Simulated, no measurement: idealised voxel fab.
process module | voxel capacitor over wiring
cross-section cut | 240 nm wide | cells 5 nm
A cross-section is a grid of square cells, given in bands from the top down. A band is one or more rows of cells.
Each band's line starts with the height of the band's top and of its bottom, in nm. Then come its materials from left to right, each with its width in nm. One material with "throughout" fills the band from edge to edge. "air" is empty space.
Height 0 is the level under which the wafer as received is all one material. The lowest band goes on downwards, as in "0 down".
A width such as "30 to 40" changes by the same amount from each row of cells to the next, from the band's top row to its bottom row.
"no change" after a step means that no cell of the cross-section changed.
closed voids: empty space of 8 cells or more with no open way to the top, each as width x height at its distance from the left edge, in nm
after a step's settings: what the simulator itself notes on the step
overlay nm, on a step with a mask: how far to the right of its planned place the mask lay; to the left if negative
plan
1 op RECEIVE | material Si
2 op CONFORMAL_DEP | material SiO2 | thk nm 15
3 op CONFORMAL_DEP | material SiCN | thk nm 5
4 op DIRECTIONAL_DEP | material lowk | thk nm 15
5 op PATTERN | tone open | mask id METAL_1 | material resist | width nm 20 | pitch nm 70 | thk nm 20 | overlay nm 0
6 op DIRECTIONAL_ETCH | etch materials lowk | depth nm 15
7 op DIRECTIONAL_ETCH | etch materials SiCN | depth nm 5
8 op STRIP | etch materials resist
9 op CONFORMAL_DEP | material TiN | thk nm 5
10 op FILL_DEP | material Cu | thk nm 10
11 op CMP | height nm 35
12 op CONFORMAL_DEP | material SiCN | thk nm 5
13 op DIRECTIONAL_DEP | material lowk | thk nm 15
14 op MASKED_ETCH | tone open | mask id PLUG_1 | width nm 15 | etch materials lowk | depth nm 15 | overlay nm 0
15 op MASKED_ETCH | tone open | mask id PLUG_1 | width nm 15 | etch materials SiCN | depth nm 5 | overlay nm 0
16 op CONFORMAL_DEP | material TiN | thk nm 5
17 op FILL_DEP | material Cu | thk nm 10
18 op CMP | height nm 55
19 op DIRECTIONAL_DEP | material TiN | thk nm 5
20 op DIRECTIONAL_DEP | material HfO2 | thk nm 5
21 op DIRECTIONAL_DEP | material TiN | thk nm 5
22 op PATTERN | tone cover | mask id UPPER_PLATE | material resist | width nm 55 | thk nm 15 | overlay nm 0
23 op DIRECTIONAL_ETCH | etch materials TiN | depth nm 5
24 op DIRECTIONAL_ETCH | etch materials HfO2 | depth nm 5
25 op STRIP | etch materials resist
26 op DIRECTIONAL_DEP | material aC | thk nm 15
27 op PATTERN | tone cover | mask id LOWER_PLATE | material resist | width nm 65 | thk nm 30 | overlay nm 0
28 op DIRECTIONAL_ETCH | etch materials aC | depth nm 15
29 op STRIP | etch materials resist
30 op DIRECTIONAL_ETCH | etch materials TiN | depth nm 5
31 op STRIP | etch materials aC
32 op FILL_DEP | material SiO2 | thk nm 15
33 op CMP | height nm 80
34 op MASKED_ETCH | tone open | mask id PLUG_2 | width nm 15 | etch materials SiO2 | depth nm 10 | overlay nm 0
35 op CONFORMAL_DEP | material TiN | thk nm 5
36 op FILL_DEP | material Ru | thk nm 10
37 op CMP | height nm 80
38 op CONFORMAL_DEP | material SiN | thk nm 5
first wafer, as planned
as received, after step 1
  0 down: Si throughout
  closed voids: none
after step 2
  15 to 0: SiO2 throughout
  below 0: unchanged
after step 3
  20 to 15: SiCN throughout
  below 15: unchanged
after step 4
  35 to 20: lowk throughout
  below 20: unchanged
after step 5
  55 to 35: resist 75 | air 20 | resist 50 | air 20 | resist 75
  below 35: unchanged
after step 6
  55 to 35: resist 75 | air 20 | resist 50 | air 20 | resist 75
  35 to 20: lowk 75 | air 20 | lowk 50 | air 20 | lowk 75
  below 20: unchanged
after step 7
  55 to 35: resist 75 | air 20 | resist 50 | air 20 | resist 75
  35 to 20: lowk 75 | air 20 | lowk 50 | air 20 | lowk 75
  20 to 15: SiCN 75 | air 20 | SiCN 50 | air 20 | SiCN 75
  below 15: unchanged
after step 8
  35 to 20: lowk 75 | air 20 | lowk 50 | air 20 | lowk 75
  below 20: unchanged
after step 9
  40 to 35: TiN 80 | air 10 | TiN 60 | air 10 | TiN 80
  35 to 20: lowk 75 | TiN 5 | air 10 | TiN 5 | lowk 50 | TiN 5 | air 10 | TiN 5 | lowk 75
  20 to 15: SiCN 75 | TiN 20 | SiCN 50 | TiN 20 | SiCN 75
  below 15: unchanged
after step 10
  50 to 40: Cu throughout
  40 to 35: TiN 80 | Cu 10 | TiN 60 | Cu 10 | TiN 80
  35 to 20: lowk 75 | TiN 5 | Cu 10 | TiN 5 | lowk 50 | TiN 5 | Cu 10 | TiN 5 | lowk 75
  below 20: unchanged
after step 11
  35 to 20: lowk 75 | TiN 5 | Cu 10 | TiN 5 | lowk 50 | TiN 5 | Cu 10 | TiN 5 | lowk 75
  below 20: unchanged
after step 12
  40 to 35: SiCN throughout
  below 35: unchanged
after step 13
  55 to 40: lowk throughout
  below 40: unchanged
after step 14
  55 to 40: lowk 80 | air 15 | lowk 145
  below 40: unchanged
after step 15
  55 to 40: lowk 80 | air 15 | lowk 145
  40 to 35: SiCN 80 | air 15 | SiCN 145
  below 35: unchanged
after step 16
  60 to 55: TiN 85 | air 5 | TiN 150
  55 to 40: lowk 80 | TiN 5 | air 5 | TiN 5 | lowk 145
  40 to 35: SiCN 80 | TiN 15 | SiCN 145
  below 35: unchanged
after step 17
  70 to 60: Cu throughout
  60 to 55: TiN 85 | Cu 5 | TiN 150
  55 to 40: lowk 80 | TiN 5 | Cu 5 | TiN 5 | lowk 145
  below 40: unchanged
after step 18
  55 to 40: lowk 80 | TiN 5 | Cu 5 | TiN 5 | lowk 145
  below 40: unchanged
after step 19
  60 to 55: TiN throughout
  below 55: unchanged
after step 20
  65 to 60: HfO2 throughout
  below 60: unchanged
after step 21
  70 to 65: TiN throughout
  below 65: unchanged
after step 22
  85 to 70: air 80 | resist 55 | air 105
  below 70: unchanged
after step 23
  85 to 70: air 80 | resist 55 | air 105
  70 to 65: air 80 | TiN 55 | air 105
  below 65: unchanged
after step 24
  85 to 70: air 80 | resist 55 | air 105
  70 to 65: air 80 | TiN 55 | air 105
  65 to 60: air 80 | HfO2 55 | air 105
  below 60: unchanged
after step 25
  70 to 65: air 80 | TiN 55 | air 105
  below 65: unchanged
after step 26
  85 to 75: air 80 | aC 55 | air 105
  75 to 70: aC throughout
  70 to 65: aC 80 | TiN 55 | aC 105
  65 to 60: aC 80 | HfO2 55 | aC 105
  below 60: unchanged
after step 27
  115 to 85: air 75 | resist 65 | air 100
  85 to 75: air 75 | resist 5 | aC 55 | resist 5 | air 100
  below 75: unchanged
after step 28
  100 to 85: air 75 | resist 65 | air 100
  85 to 75: air 75 | resist 5 | aC 55 | resist 5 | air 100
  75 to 70: air 75 | aC 65 | air 100
  70 to 65: air 75 | aC 5 | TiN 55 | aC 5 | air 100
  65 to 60: air 75 | aC 5 | HfO2 55 | aC 5 | air 100
  below 60: unchanged
after step 29
  85 to 75: air 80 | aC 55 | air 105
  below 75: unchanged
after step 30
  85 to 75: air 80 | aC 55 | air 105
  75 to 70: air 75 | aC 65 | air 100
  70 to 65: air 75 | aC 5 | TiN 55 | aC 5 | air 100
  65 to 60: air 75 | aC 5 | HfO2 55 | aC 5 | air 100
  60 to 55: air 75 | TiN 65 | air 100
  below 55: unchanged
after step 31
  70 to 65: air 80 | TiN 55 | air 105
  65 to 60: air 80 | HfO2 55 | air 105
  below 60: unchanged
after step 32
  85 to 70: SiO2 throughout
  70 to 65: SiO2 80 | TiN 55 | SiO2 105
  65 to 60: SiO2 80 | HfO2 55 | SiO2 105
  60 to 55: SiO2 75 | TiN 65 | SiO2 100
  below 55: unchanged
after step 33
  80 to 70: SiO2 throughout
  below 70: unchanged
after step 34
  80 to 70: SiO2 90 | air 15 | SiO2 135
  below 70: unchanged
after step 35
  85 to 80: TiN 95 | air 5 | TiN 140
  80 to 75: SiO2 90 | TiN 5 | air 5 | TiN 5 | SiO2 135
  75 to 65: SiO2 90 to 80 | TiN 15 to 55 | SiO2 135 to 105
  below 65: unchanged
after step 36
  95 to 85: Ru throughout
  85 to 80: TiN 95 | Ru 5 | TiN 140
  80 to 75: SiO2 90 | TiN 5 | Ru 5 | TiN 5 | SiO2 135
  below 75: unchanged
after step 37
  80 to 75: SiO2 90 | TiN 5 | Ru 5 | TiN 5 | SiO2 135
  below 75: unchanged
after step 38
  85 to 80: SiN throughout
  below 80: unchanged
second wafer: like start, like plan, one mistake. Through step 33 it matches the first wafer
when step 34 should have ended
  80 to 70: SiO2 100 | air 15 | SiO2 125
  below 70: unchanged
when step 35 should have ended
  85 to 80: TiN 105 | air 5 | TiN 130
  80 to 75: SiO2 100 | TiN 5 | air 5 | TiN 5 | SiO2 125
  75 to 65: SiO2 100 to 80 | TiN 15 to 55 | SiO2 125 to 105
  below 65: unchanged
when step 36 should have ended
  95 to 85: Ru throughout
  85 to 80: TiN 105 | Ru 5 | TiN 130
  80 to 75: SiO2 100 | TiN 5 | Ru 5 | TiN 5 | SiO2 125
  below 75: unchanged
when step 37 should have ended
  80 to 75: SiO2 100 | TiN 5 | Ru 5 | TiN 5 | SiO2 125
  below 75: unchanged
when step 38 should have ended
  85 to 80: SiN throughout
  below 80: unchanged
what went wrong: step 34 ran as: op MASKED_ETCH | tone open | mask id PLUG_2 | width nm 15 | etch materials SiO2 | depth nm 10 | overlay nm 10
at the end the second wafer has, in cells: as many of each material as the first, in other places
